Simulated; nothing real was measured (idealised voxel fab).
process module | voxel transistor to metal
Xsec cut, 175 nm wide, square cell size 5 nm.
If you're reading a cross-section in this doc, picture square cells in a grid; it comes to you as bands, top ones listed first down to the bottom, and a band can be one or more rows of cells. Each band's line starts with the height of the band's top and of its bottom, in nm. Then come its materials from left to right, each with its width in nm. One material with "throughout" fills the band from edge to edge. "empty" is empty space. Heights are measured from 0, the level below which the as-received wafer is all one material; the lowest band has no bottom and continues downward, written as in "0 down". Width spec "30->40" -> top row of cells at first value, bottom row at second value, equal per-row change in between. You'll sometimes find "nothing was modified" written for a step, and that's the way of saying that nowhere in the cross-section did a cell change during that step. "Trapped voids" - sealed voids, min. 8 cells, no opening to top; format: width x height at distance (distance from left edge; nm throughout). The remark found on a step's line after its settings is issued by the simulator itself and pertains to that step. When a step includes a mask, the "overlay nm" setting on its line states how far to the right of its planned place that mask lay, and negative values state how far to the left.

# Process steps foreseen in the plan
1) RECEIVE,material Si
2) OXIDIZE,depth nm 5
3) CONFORMAL_DEP,material SiN,thk nm 15
4) PATTERN,tone cover,mask id ACTIVE,material resist,width nm 135,thk nm 20,overlay nm 0
5) DIRECTIONAL_ETCH,etch materials SiN,depth nm 15
6) DIRECTIONAL_ETCH,etch materials SiO2,depth nm 5
7) DIRECTIONAL_ETCH,etch materials Si,depth nm 25
8) STRIP,etch materials resist
9) FILL_DEP,material SiO2,thk nm 15
10) CMP,height nm 15
11) SELECTIVE_ETCH,etch materials SiO2,depth nm 10
12) STRIP,etch materials SiN
13) SELECTIVE_ETCH,etch materials SiO2,depth nm 5
14) OXIDIZE,depth nm 5
15) DIRECTIONAL_DEP,material polySi,thk nm 30
16) DIRECTIONAL_DEP,material SiCN,thk nm 15
17) PATTERN,tone cover,mask id GATE,material resist,width nm 35,thk nm 20,overlay nm 0
18) DIRECTIONAL_ETCH,etch materials SiCN,depth nm 25
19) DIRECTIONAL_ETCH,etch materials polySi,depth nm 40
20) STRIP,etch materials resist
21) CONFORMAL_DEP,material SiO2,thk nm 5
22) DIRECTIONAL_ETCH,etch materials SiO2,depth nm 5
23) CONFORMAL_DEP,material SiN,thk nm 10
24) DIRECTIONAL_ETCH,etch materials SiN,depth nm 10
25) DIRECTIONAL_ETCH,etch materials SiO2,depth nm 5
26) DIRECTIONAL_ETCH,etch materials Si,depth nm 15
27) EPI,material nSi,thk nm 15
28) FILL_DEP,material SiO2,thk nm 5
29) CMP,height nm 25
30) STRIP,etch materials polySi
31) SELECTIVE_ETCH,etch materials SiO2,depth nm 5
32) CONFORMAL_DEP,material HfO2,thk nm 5
33) CONFORMAL_DEP,material TiN,thk nm 5
34) FILL_DEP,material W,thk nm 5
35) CMP,height nm 20
36) DIRECTIONAL_DEP,material SiO2,thk nm 10
37) MASKED_ETCH,tone open,mask id CONTACT,width nm 20,pitch nm 95,etch materials SiO2,depth nm 25,overlay nm 0
38) CONFORMAL_DEP,material TiN,thk nm 5
39) FILL_DEP,material W,thk nm 10
40) CMP,height nm 30
41) DIRECTIONAL_DEP,material TiN,thk nm 5
42) DIRECTIONAL_DEP,material W,thk nm 15
43) DIRECTIONAL_DEP,material aC,thk nm 10
44) PATTERN,tone cover,mask id METAL_1,material resist,width nm 20,pitch nm 95,thk nm 30,overlay nm 0
45) DIRECTIONAL_ETCH,etch materials aC,depth nm 10
46) STRIP,etch materials resist
47) DIRECTIONAL_ETCH,etch materials W,depth nm 15
48) DIRECTIONAL_ETCH,etch materials TiN,depth nm 5
49) STRIP,etch materials aC
50) CONFORMAL_DEP,material SiCN,thk nm 5
51) FILL_DEP,material lowk,thk nm 10
52) CMP,height nm 50
53) CONFORMAL_DEP,material SiCN,thk nm 5

# Incoming wafer, cross-sectional view, post step 1
	0 down | Si throughout
	Trapped voids: none

# Cross-section taken at module completion on the first of two wafers; processed per the plan
	55 to 50 | SiCN throughout
	50 to 35 | lowk 25 nm  SiCN 5 nm  W 20 nm  SiCN 5 nm  lowk 65 nm  SiCN 5 nm  W 20 nm  SiCN 5 nm  lowk 25 nm
	35 to 30 | SiCN 30 nm  TiN 20 nm  SiCN 75 nm  TiN 20 nm  SiCN 30 nm
	30 to 20 | SiO2 30 nm  TiN 5 nm  W 10 nm  TiN 5 nm  SiO2 75 nm  TiN 5 nm  W 10 nm  TiN 5 nm  SiO2 30 nm
	20 to 10 | SiO2 30 nm  TiN 5 nm  W 10 nm  TiN 5 nm  SiO2 5 nm  SiN 10 nm  HfO2 5 nm  TiN 5 nm  W 25 nm  TiN 5 nm  HfO2 5 nm  SiN 10 nm  SiO2 5 nm  TiN 5 nm  W 10 nm  TiN 5 nm  SiO2 30 nm
	10 to 5 | SiO2 30 nm  TiN 20 nm  SiO2 5 nm  SiN 10 nm  HfO2 5 nm  TiN 5 nm  W 25 nm  TiN 5 nm  HfO2 5 nm  SiN 10 nm  SiO2 5 nm  TiN 20 nm  SiO2 30 nm
	5 to 0 | SiO2 25 nm  nSi 30 nm  SiN 10 nm  HfO2 5 nm  TiN 5 nm  W 25 nm  TiN 5 nm  HfO2 5 nm  SiN 10 nm  nSi 30 nm  SiO2 25 nm
	0 to -5 | SiO2 20 nm  SiN 10 nm  nSi 25 nm  SiN 10 nm  HfO2 5 nm  TiN 35 nm  HfO2 5 nm  SiN 10 nm  nSi 25 nm  SiN 10 nm  SiO2 20 nm
	-5 to -10 | SiO2 30 nm  nSi 25 nm  SiO2 10 nm  HfO2 45 nm  SiO2 10 nm  nSi 25 nm  SiO2 30 nm
	-10 to -25 | SiO2 20 nm  Si 10 nm  nSi 25 nm  Si 65 nm  nSi 25 nm  Si 10 nm  SiO2 20 nm
	-25 to -30 | SiO2 20 nm  Si 135 nm  SiO2 20 nm
	-30 down | Si throughout
	Trapped voids: none

# This cross-section belongs to the second wafer of two at the end of the module; the start and the plan were shared with the first, and the run included one mistake
	55 to 50 | SiCN throughout
	50 to 35 | lowk 25 nm  SiCN 5 nm  W 20 nm  SiCN 5 nm  lowk 65 nm  SiCN 5 nm  W 20 nm  SiCN 5 nm  lowk 25 nm
	35 to 30 | SiCN 30 nm  TiN 20 nm  SiCN 75 nm  TiN 20 nm  SiCN 30 nm
	30 to 20 | SiO2 30 nm  TiN 5 nm  W 10 nm  TiN 5 nm  SiO2 75 nm  TiN 5 nm  W 10 nm  TiN 5 nm  SiO2 30 nm
	20 to 10 | SiO2 30 nm  TiN 5 nm  W 10 nm  TiN 5 nm  SiO2 5 nm  SiN 10 nm  HfO2 5 nm  TiN 5 nm  W 25 nm  TiN 5 nm  HfO2 5 nm  SiN 10 nm  SiO2 5 nm  TiN 5 nm  W 10 nm  TiN 5 nm  SiO2 30 nm
	10 to 5 | SiO2 30 nm  TiN 20 nm  SiO2 5 nm  SiN 10 nm  HfO2 5 nm  TiN 5 nm  W 25 nm  TiN 5 nm  HfO2 5 nm  SiN 10 nm  SiO2 5 nm  TiN 20 nm  SiO2 30 nm
	5 to 0 | SiO2 25 nm  nSi 30 nm  SiN 10 nm  HfO2 5 nm  TiN 5 nm  W 25 nm  TiN 5 nm  HfO2 5 nm  SiN 10 nm  nSi 35 nm  SiO2 20 nm
	0 to -5 | SiO2 20 nm  SiN 10 nm  nSi 25 nm  SiN 10 nm  HfO2 5 nm  TiN 35 nm  HfO2 5 nm  SiN 10 nm  nSi 30 nm  SiN 10 nm  SiO2 15 nm
	-5 to -10 | SiO2 30 nm  nSi 25 nm  SiO2 10 nm  HfO2 45 nm  SiO2 10 nm  nSi 30 nm  SiO2 25 nm
	-10 to -25 | SiO2 20 nm  Si 10 nm  nSi 25 nm  Si 65 nm  nSi 30 nm  Si 10 nm  SiO2 15 nm
	-25 to -30 | SiO2 20 nm  Si 140 nm  SiO2 15 nm
	-30 down | Si throughout
	Trapped voids: none
Deviation from plan: step 4 ran differently from the plan; actual operation with settings: PATTERN,tone cover,mask id ACTIVE,material resist,width nm 140,thk nm 20,overlay nm 0
The final cell counts differ between the wafers, with the second having more or fewer of some materials than the first: Si: 1 more, SiO2: 7 fewer, nSi: 6 more
